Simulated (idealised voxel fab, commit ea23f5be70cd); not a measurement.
This section sets out a process module, namely voxel self aligned contacts.
FYI the section here is cut, 265 nm wide, cells are 5 nm squares.
Each cross-section below is a grid of square cells, stated as bands in top-down order, with one or more rows of cells making up each band. Top, bottom (nm), then materials left to right with widths (nm); lone material tagged "all across" fills the whole band edge to edge; "blank" = empty space. We count height from 0. Below that, the starting wafer is all one material. The lowest band never ends at the bottom but goes on down; see "0 -> down" for how that is written. Read "30..40" as a graded width: first number on top, second number at the bottom, same change between each pair of neighbouring rows. The cross-section has no changed cell in any step marked "no alteration". The list in "Trapped cavities" covers empty spaces of 8 cells or more that cannot reach the top through any open way, and it gives each as width x height at distance; the distance is from the left edge, and width, height and distance are in nm. On each step's line, the part that comes after the settings is the simulator's own comment on the step. overlay nm: how far to the right of its planned place the mask lay on this masked step (negative: to the left).
The planned process steps are enumerated hereunder:
- 1: RECEIVE, material Si
- 2: CONFORMAL_DEP, material SiO2, thk nm 5
- 3: DIRECTIONAL_DEP, material polySi, thk nm 25
- 4: DIRECTIONAL_DEP, material SiN, thk nm 20
- 5: DIRECTIONAL_DEP, material aC, thk nm 10
- 6: PATTERN, tone cover, mask id GATE, material resist, width nm 25, pitch nm 70, thk nm 30, overlay nm 0
- 7: DIRECTIONAL_ETCH, etch materials aC, depth nm 10
- 8: STRIP, etch materials resist
- 9: DIRECTIONAL_ETCH, etch materials SiN, depth nm 20
- 10: DIRECTIONAL_ETCH, etch materials polySi, depth nm 25
- 11: STRIP, etch materials aC
- 12: CONFORMAL_DEP, material SiN, thk nm 10
- 13: DIRECTIONAL_ETCH, etch materials SiN, depth nm 10
- 14: FILL_DEP, material SiO2, thk nm 15
- 15: CMP, height nm 55
- 16: DIRECTIONAL_DEP, material aC, thk nm 15
- 17: PATTERN, tone open, mask id CONTACT, material resist, width nm 55, thk nm 35, overlay nm 0
- 18: DIRECTIONAL_ETCH, etch materials aC, depth nm 15
- 19: STRIP, etch materials resist
- 20: DIRECTIONAL_ETCH, etch materials SiO2, depth nm 55
- 21: STRIP, etch materials aC
- 22: CONFORMAL_DEP, material TiN, thk nm 5
- 23: FILL_DEP, material Ru, thk nm 10
- 24: CMP, height nm 55
- 25: CONFORMAL_DEP, material SiN, thk nm 5
Quick note for whoever runs this: the wafers start identical, but the thk nm at step 2 isn't the same across them. The plan just shows what the first wafer had.
As-received cross-section, first of several wafers, post step 1:
* 0 -> down | Si all across
* Trapped cavities: none
Here's the first of several wafers in cross-section, end of the module, after the last step, step 25:
* 60 -> 55 | SiN all across
* 55 -> 50 | 105 of SiO2, then 20 of TiN, then 15 of Ru, then 20 of TiN, then 105 of SiO2
* 50 -> 30 | 75 of SiO2, then 45 of SiN, then 5 of TiN, then 15 of Ru, then 5 of TiN, then 45 of SiN, then 75 of SiO2
* 30 -> 5 | 75 of SiO2, then 10 of SiN, then 25 of polySi, then 10 of SiN, then 5 of TiN, then 15 of Ru, then 5 of TiN, then 10 of SiN, then 25 of polySi, then 10 of SiN, then 75 of SiO2
* 5 -> 0 | 120 of SiO2, then 25 of TiN, then 120 of SiO2
* 0 -> down | Si all across
* Trapped cavities: none
Cross-section at module completion, last wafer:
* 60 -> 55 | SiN all across
* 55 -> 45 | 75 of SiO2, then 45 of SiN, then 5 of TiN, then 15 of Ru, then 5 of TiN, then 45 of SiN, then 75 of SiO2
* 45 -> 20 | 75 of SiO2, then 10 of SiN, then 25 of polySi, then 10 of SiN, then 5 of TiN, then 15 of Ru, then 5 of TiN, then 10 of SiN, then 25 of polySi, then 10 of SiN, then 75 of SiO2
* 20 -> 5 | 120 of SiO2, then 5 of TiN, then 15 of Ru, then 5 of TiN, then 120 of SiO2
* 5 -> 0 | 120 of SiO2, then 25 of TiN, then 120 of SiO2
* 0 -> down | Si all across
* Trapped cavities: none
Here is how to read the rows: every wafer has a row, and it shows the wafer at the end of the module, giving for each material how many cells were gained (+) or lost (-) since the wafer was received, then listing its closed voids:
thk nm 5; +30 Ru; +165 SiN; +360 SiO2; +31 TiN; +50 polySi; Trapped cavities: none
thk nm 10; +30 Ru; +165 SiN; +366 SiO2; +25 TiN; +50 polySi; Trapped cavities: none
thk nm 15; +30 Ru; +147 SiN; +384 SiO2; +25 TiN; +50 polySi; Trapped cavities: none
thk nm 20; +30 Ru; +129 SiN; +402 SiO2; +25 TiN; +50 polySi; Trapped cavities: none
